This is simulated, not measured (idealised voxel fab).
Process module under the name voxel self aligned contacts
In the cross-section labelled cut, the width is 185 nm and each square cell is 5 nm.
Format of a cross-section: grid, square cells. Given as bands. Order: top down. Band: one or more rows of cells. The band entry comprises the height of the band's top followed by the height of its bottom, expressed in nm, and subsequently the band's materials from left to right, each stated together with its width in nm. Where a single material is marked with the word "throughout", that material fills the band from edge to edge. The word "empty" represents empty space. Height 0 is the level under which the wafer as received is all one material. The lowest band goes on downwards, as in "0 -> down". The expression "30..40" gives the width at the extremes of the band, the first number at its top row of cells and the second at its bottom row, with the width changing by equal amounts from each row to the next in between. The designation "same as before", where it is given for a processing step, indicates that no cell of the cross-section was altered in the course of that step. "Unvented internal voids" enumerates empty spaces isolated from the top, with no open way to it, that contain at least 8 cells, giving each as width x height at distance from the left edge, all three in nm. Note: text after step settings on the step line = simulator remark on that step. What "overlay nm" on a step's line means: if the step has a mask, that mask lay this far to the right of its planned place, or, when the value is negative, to the left.
The process steps that were planned are listed below
1,RECEIVE (material Si)
2,OXIDIZE (depth nm 5)
3,DIRECTIONAL_DEP (material polySi; thk nm 25)
4,DIRECTIONAL_DEP (material SiN; thk nm 25)
5,DIRECTIONAL_DEP (material aC; thk nm 10)
6,PATTERN (tone cover; mask id GATE; material resist; width nm 25; pitch nm 65; thk nm 30; overlay nm 0)
7,DIRECTIONAL_ETCH (etch materials aC; depth nm 10)
8,STRIP (etch materials resist)
9,DIRECTIONAL_ETCH (etch materials SiN; depth nm 25)
10,DIRECTIONAL_ETCH (etch materials polySi; depth nm 25)
11,STRIP (etch materials aC)
12,CONFORMAL_DEP (material SiN; thk nm 10)
13,DIRECTIONAL_ETCH (etch materials SiN; depth nm 10)
14,FILL_DEP (material SiO2; thk nm 20)
15,CMP (height nm 60)
16,MASKED_ETCH (tone open; mask id CONTACT; width nm 50; pitch nm 65; etch materials SiO2; depth nm 65; overlay nm 0)
17,CONFORMAL_DEP (material TiN; thk nm 5)
18,FILL_DEP (material W; thk nm 5)
19,CMP (height nm 60)
20,CONFORMAL_DEP (material SiCN; thk nm 5)
Cross-sectional view of the wafer in its as-received condition, corresponding to the state after step 1
	0 -> down | Si throughout
	Unvented internal voids: none
Cross-sectional image of the first of two wafers at the end of the module, the run having proceeded as planned
	65 -> 60 | SiCN throughout
	60 -> 50 | 35 SiO2, 5..20 TiN, 40..10 W, 5..20 TiN, 15 SiO2, 5..20 TiN, 40..10 W, 5..20 TiN, 35 SiO2
	50 -> 25 | 5 SiO2, 45 SiN, 5 TiN, 10 W, 5 TiN, 45 SiN, 5 TiN, 10 W, 5 TiN, 45 SiN, 5 SiO2
	25 -> 0 | 5 SiO2, 10 SiN, 25 polySi, 10 SiN, 5 TiN, 10 W, 5 TiN, 10 SiN, 25 polySi, 10 SiN, 5 TiN, 10 W, 5 TiN, 10 SiN, 25 polySi, 10 SiN, 5 SiO2
	0 -> -5 | 50 SiO2, 20 TiN, 45 SiO2, 20 TiN, 50 SiO2
	-5 -> down | Si throughout
	Unvented internal voids: none
Second wafer cross-section at end of module - shared start and plan with the first, one mistake in the run
	65 -> 60 | SiCN throughout
	60 -> 50 | 40 SiO2, 5..15 TiN, 30..10 W, 5..15 TiN, 25 SiO2, 5..15 TiN, 30..10 W, 5..15 TiN, 40 SiO2
	50 -> 25 | 5 SiO2, 45 SiN, 5 TiN, 10 W, 5 TiN, 45 SiN, 5 TiN, 10 W, 5 TiN, 45 SiN, 5 SiO2
	25 -> 0 | 5 SiO2, 10 SiN, 25 polySi, 10 SiN, 5 TiN, 10 W, 5 TiN, 10 SiN, 25 polySi, 10 SiN, 5 TiN, 10 W, 5 TiN, 10 SiN, 25 polySi, 10 SiN, 5 SiO2
	0 -> -5 | 50 SiO2, 20 TiN, 45 SiO2, 20 TiN, 50 SiO2
	-5 -> down | Si throughout
	Unvented internal voids: none
Finding, execution versus plan: heads up, step 16 didn't go per plan, it actually ran as MASKED_ETCH (tone open; mask id CONTACT; width nm 40; pitch nm 65; etch materials SiO2; depth nm 65; overlay nm 0)
at the end the second wafer has, in cells: +8 SiO2, -4 TiN, -4 W
